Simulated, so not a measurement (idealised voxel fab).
process module | voxel trench capacitor
cross-section cut | 195 nm wide | cells 5 nm
A cross-section is a grid of square cells, given in bands from the top down. A band is one or more rows of cells.
Each band's line starts with the height of the band's top and of its bottom, in nm. Then come its materials from left to right, each with its width in nm. One material with "throughout" fills the band from edge to edge. "air" is empty space.
Height 0 is the level under which the wafer as received is all one material. The lowest band goes on downwards, as in "0 down".
A width such as "30 to 40" changes by the same amount from each row of cells to the next, from the band's top row to its bottom row.
"no change" after a step means that no cell of the cross-section changed.
closed voids: empty space of 8 cells or more with no open way to the top, each as width x height at its distance from the left edge, in nm
after a step's settings: what the simulator itself notes on the step
overlay nm, on a step with a mask: how far to the right of its planned place the mask lay; to the left if negative
plan
1 op RECEIVE | material Si
2 op CONFORMAL_DEP | material SiN | thk nm 5
3 op DIRECTIONAL_DEP | material aC | thk nm 15
4 op PATTERN | tone open | mask id TRENCH | material resist | width nm 25 | pitch nm 50 | thk nm 30 | overlay nm 0
5 op DIRECTIONAL_ETCH | etch materials aC | depth nm 15
6 op STRIP | etch materials resist
7 op DIRECTIONAL_ETCH | etch materials SiN | depth nm 5
8 op DIRECTIONAL_ETCH | etch materials Si | depth nm 40
9 op STRIP | etch materials aC
10 op CONFORMAL_DEP | material Al2O3 | thk nm 5
11 op CONFORMAL_DEP | material TiN | thk nm 5
12 op FILL_DEP | material W | thk nm 10
13 op CMP | height nm 5
first wafer, as planned
as received, after step 1
  0 down: Si throughout
  closed voids: none
after step 2
  5 to 0: SiN throughout
  below 0: unchanged
after step 3
  20 to 5: aC throughout
  below 5: unchanged
after step 4
  50 to 20: resist 35 | air 25 | resist 25 | air 25 | resist 25 | air 25 | resist 35
  below 20: unchanged
after step 5
  35 to 20: resist 35 | air 25 | resist 25 | air 25 | resist 25 | air 25 | resist 35
  20 to 5: aC 35 | air 25 | aC 25 | air 25 | aC 25 | air 25 | aC 35
  below 5: unchanged
after step 6
  20 to 5: aC 35 | air 25 | aC 25 | air 25 | aC 25 | air 25 | aC 35
  below 5: unchanged
after step 7
  20 to 5: aC 35 | air 25 | aC 25 | air 25 | aC 25 | air 25 | aC 35
  5 to 0: SiN 35 | air 25 | SiN 25 | air 25 | SiN 25 | air 25 | SiN 35
  below 0: unchanged
after step 8
  20 to 5: aC 35 | air 25 | aC 25 | air 25 | aC 25 | air 25 | aC 35
  5 to 0: SiN 35 | air 25 | SiN 25 | air 25 | SiN 25 | air 25 | SiN 35
  0 to -40: Si 35 | air 25 | Si 25 | air 25 | Si 25 | air 25 | Si 35
  below -40: unchanged
after step 9
  5 to 0: SiN 35 | air 25 | SiN 25 | air 25 | SiN 25 | air 25 | SiN 35
  below 0: unchanged
after step 10
  10 to 5: Al2O3 40 | air 15 | Al2O3 35 | air 15 | Al2O3 35 | air 15 | Al2O3 40
  5 to 0: SiN 35 | Al2O3 5 | air 15 | Al2O3 5 | SiN 25 | Al2O3 5 | air 15 | Al2O3 5 | SiN 25 | Al2O3 5 | air 15 | Al2O3 5 | SiN 35
  0 to -35: Si 35 | Al2O3 5 | air 15 | Al2O3 5 | Si 25 | Al2O3 5 | air 15 | Al2O3 5 | Si 25 | Al2O3 5 | air 15 | Al2O3 5 | Si 35
  -35 to -40: Si 35 | Al2O3 25 | Si 25 | Al2O3 25 | Si 25 | Al2O3 25 | Si 35
  below -40: unchanged
after step 11
  15 to 10: TiN 45 | air 5 | TiN 45 | air 5 | TiN 45 | air 5 | TiN 45
  10 to 5: Al2O3 40 | TiN 5 | air 5 | TiN 5 | Al2O3 35 | TiN 5 | air 5 | TiN 5 | Al2O3 35 | TiN 5 | air 5 | TiN 5 | Al2O3 40
  5 to 0: SiN 35 | Al2O3 5 | TiN 5 | air 5 | TiN 5 | Al2O3 5 | SiN 25 | Al2O3 5 | TiN 5 | air 5 | TiN 5 | Al2O3 5 | SiN 25 | Al2O3 5 | TiN 5 | air 5 | TiN 5 | Al2O3 5 | SiN 35
  0 to -30: Si 35 | Al2O3 5 | TiN 5 | air 5 | TiN 5 | Al2O3 5 | Si 25 | Al2O3 5 | TiN 5 | air 5 | TiN 5 | Al2O3 5 | Si 25 | Al2O3 5 | TiN 5 | air 5 | TiN 5 | Al2O3 5 | Si 35
  -30 to -35: Si 35 | Al2O3 5 | TiN 15 | Al2O3 5 | Si 25 | Al2O3 5 | TiN 15 | Al2O3 5 | Si 25 | Al2O3 5 | TiN 15 | Al2O3 5 | Si 35
  below -35: unchanged
after step 12
  25 to 15: W throughout
  15 to 10: TiN 45 | W 5 | TiN 45 | W 5 | TiN 45 | W 5 | TiN 45
  10 to 5: Al2O3 40 | TiN 5 | W 5 | TiN 5 | Al2O3 35 | TiN 5 | W 5 | TiN 5 | Al2O3 35 | TiN 5 | W 5 | TiN 5 | Al2O3 40
  5 to 0: SiN 35 | Al2O3 5 | TiN 5 | W 5 | TiN 5 | Al2O3 5 | SiN 25 | Al2O3 5 | TiN 5 | W 5 | TiN 5 | Al2O3 5 | SiN 25 | Al2O3 5 | TiN 5 | W 5 | TiN 5 | Al2O3 5 | SiN 35
  0 to -30: Si 35 | Al2O3 5 | TiN 5 | W 5 | TiN 5 | Al2O3 5 | Si 25 | Al2O3 5 | TiN 5 | W 5 | TiN 5 | Al2O3 5 | Si 25 | Al2O3 5 | TiN 5 | W 5 | TiN 5 | Al2O3 5 | Si 35
  below -30: unchanged
after step 13
  5 to 0: SiN 35 | Al2O3 5 | TiN 5 | W 5 | TiN 5 | Al2O3 5 | SiN 25 | Al2O3 5 | TiN 5 | W 5 | TiN 5 | Al2O3 5 | SiN 25 | Al2O3 5 | TiN 5 | W 5 | TiN 5 | Al2O3 5 | SiN 35
  below 0: unchanged
second wafer: like start, like plan, one mistake. Through step 1 it matches the first wafer
when step 2 should have ended
  5 to 0: W throughout
  below 0: unchanged
when step 3 should have ended
  20 to 5: aC throughout
  below 5: unchanged
when step 4 should have ended
  50 to 20: resist 35 | air 25 | resist 25 | air 25 | resist 25 | air 25 | resist 35
  below 20: unchanged
when step 5 should have ended
  35 to 20: resist 35 | air 25 | resist 25 | air 25 | resist 25 | air 25 | resist 35
  20 to 5: aC 35 | air 25 | aC 25 | air 25 | aC 25 | air 25 | aC 35
  below 5: unchanged
when step 6 should have ended
  20 to 5: aC 35 | air 25 | aC 25 | air 25 | aC 25 | air 25 | aC 35
  below 5: unchanged
when step 7 should have ended: no change
when step 8 should have ended: no change
when step 9 should have ended
  5 to 0: W throughout
  below 0: unchanged
when step 10 should have ended
  10 to 5: Al2O3 throughout
  below 5: unchanged
when step 11 should have ended
  15 to 10: TiN throughout
  below 10: unchanged
when step 12 should have ended
  25 to 15: W throughout
  below 15: unchanged
when step 13 should have ended
  5 to 0: W throughout
  below 0: unchanged
what went wrong: step 2 ran as: op CONFORMAL_DEP | material W | thk nm 5
at the end the second wafer has, in cells: 63 fewer of Al2O3 | 120 more of Si | 24 fewer of SiN | 51 fewer of TiN | 18 more of W
